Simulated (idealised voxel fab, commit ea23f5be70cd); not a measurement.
process module | voxel self aligned vias
cross-section cut | 290 nm wide | cells 5 nm
A cross-section is a grid of square cells, given in bands from the top down. A band is one or more rows of cells.
Each band's line starts with the height of the band's top and of its bottom, in nm. Then come its materials from left to right, each with its width in nm. One material with "throughout" fills the band from edge to edge. "air" is empty space.
Height 0 is the level under which the wafer as received is all one material. The lowest band goes on downwards, as in "0 down".
A width such as "30 to 40" changes by the same amount from each row of cells to the next, from the band's top row to its bottom row.
"no change" after a step means that no cell of the cross-section changed.
closed voids: empty space of 8 cells or more with no open way to the top, each as width x height at its distance from the left edge, in nm
after a step's settings: what the simulator itself notes on the step
overlay nm, on a step with a mask: how far to the right of its planned place the mask lay; to the left if negative
plan
1 op RECEIVE | material Si
2 op CONFORMAL_DEP | material SiO2 | thk nm 10
3 op CONFORMAL_DEP | material SiCN | thk nm 5
4 op DIRECTIONAL_DEP | material lowk | thk nm 25
5 op MASKED_ETCH | tone open | mask id LINES | width nm 25 | pitch nm 65 | etch materials lowk | depth nm 25 | overlay nm 0
6 op CONFORMAL_DEP | material TiN | thk nm 5
7 op FILL_DEP | material Ru | thk nm 5
8 op CMP | height nm 40
9 op SELECTIVE_ETCH | etch materials W Ru TiN | depth nm 10
10 op FILL_DEP | material SiN | thk nm 10
11 op CMP | height nm 40
12 op DIRECTIONAL_DEP | material lowk | thk nm 20
13 op MASKED_ETCH | tone open | mask id VIAS | width nm 45 | etch materials lowk | depth nm 20 | overlay nm 0
14 op MASKED_ETCH | tone open | mask id VIAS | width nm 45 | etch materials SiN | depth nm 10 | overlay nm 0
15 op CONFORMAL_DEP | material TiN | thk nm 5
16 op FILL_DEP | material Ru | thk nm 10
17 op CMP | height nm 60
18 op CONFORMAL_DEP | material SiCN | thk nm 5
as received, after step 1
  0 down: Si throughout
  closed voids: none
first wafer at the end, as planned
  65 to 60: SiCN throughout
  60 to 45: lowk 90 | TiN 5 | Ru 35 | TiN 5 | lowk 155
  45 to 40: lowk 90 | TiN 15 | Ru 15 | TiN 15 | lowk 155
  40 to 35: lowk 100 | TiN 5 | Ru 15 | TiN 5 | lowk 40 | SiN 25 | lowk 100
  35 to 30: lowk 100 | TiN 25 | lowk 40 | SiN 25 | lowk 100
  30 to 20: lowk 100 | TiN 5 | Ru 15 | TiN 5 | lowk 40 | TiN 5 | Ru 15 | TiN 5 | lowk 100
  20 to 15: lowk 100 | TiN 25 | lowk 40 | TiN 25 | lowk 100
  15 to 10: SiCN throughout
  10 to 0: SiO2 throughout
  0 down: Si throughout
  closed voids: none
second wafer at the end: like start, like plan, one mistake
  65 to 60: SiO2 throughout
  60 to 45: lowk 90 | TiN 5 | Ru 35 | TiN 5 | lowk 155
  45 to 40: lowk 90 | TiN 15 | Ru 15 | TiN 15 | lowk 155
  40 to 35: lowk 100 | TiN 5 | Ru 15 | TiN 5 | lowk 40 | SiN 25 | lowk 100
  35 to 30: lowk 100 | TiN 25 | lowk 40 | SiN 25 | lowk 100
  30 to 20: lowk 100 | TiN 5 | Ru 15 | TiN 5 | lowk 40 | TiN 5 | Ru 15 | TiN 5 | lowk 100
  20 to 15: lowk 100 | TiN 25 | lowk 40 | TiN 25 | lowk 100
  15 to 10: SiCN throughout
  10 to 0: SiO2 throughout
  0 down: Si throughout
  closed voids: none
what went wrong: step 18 ran as: op CONFORMAL_DEP | material SiO2 | thk nm 5
at the end the second wafer has, in cells: 58 fewer of SiCN | 58 more of SiO2
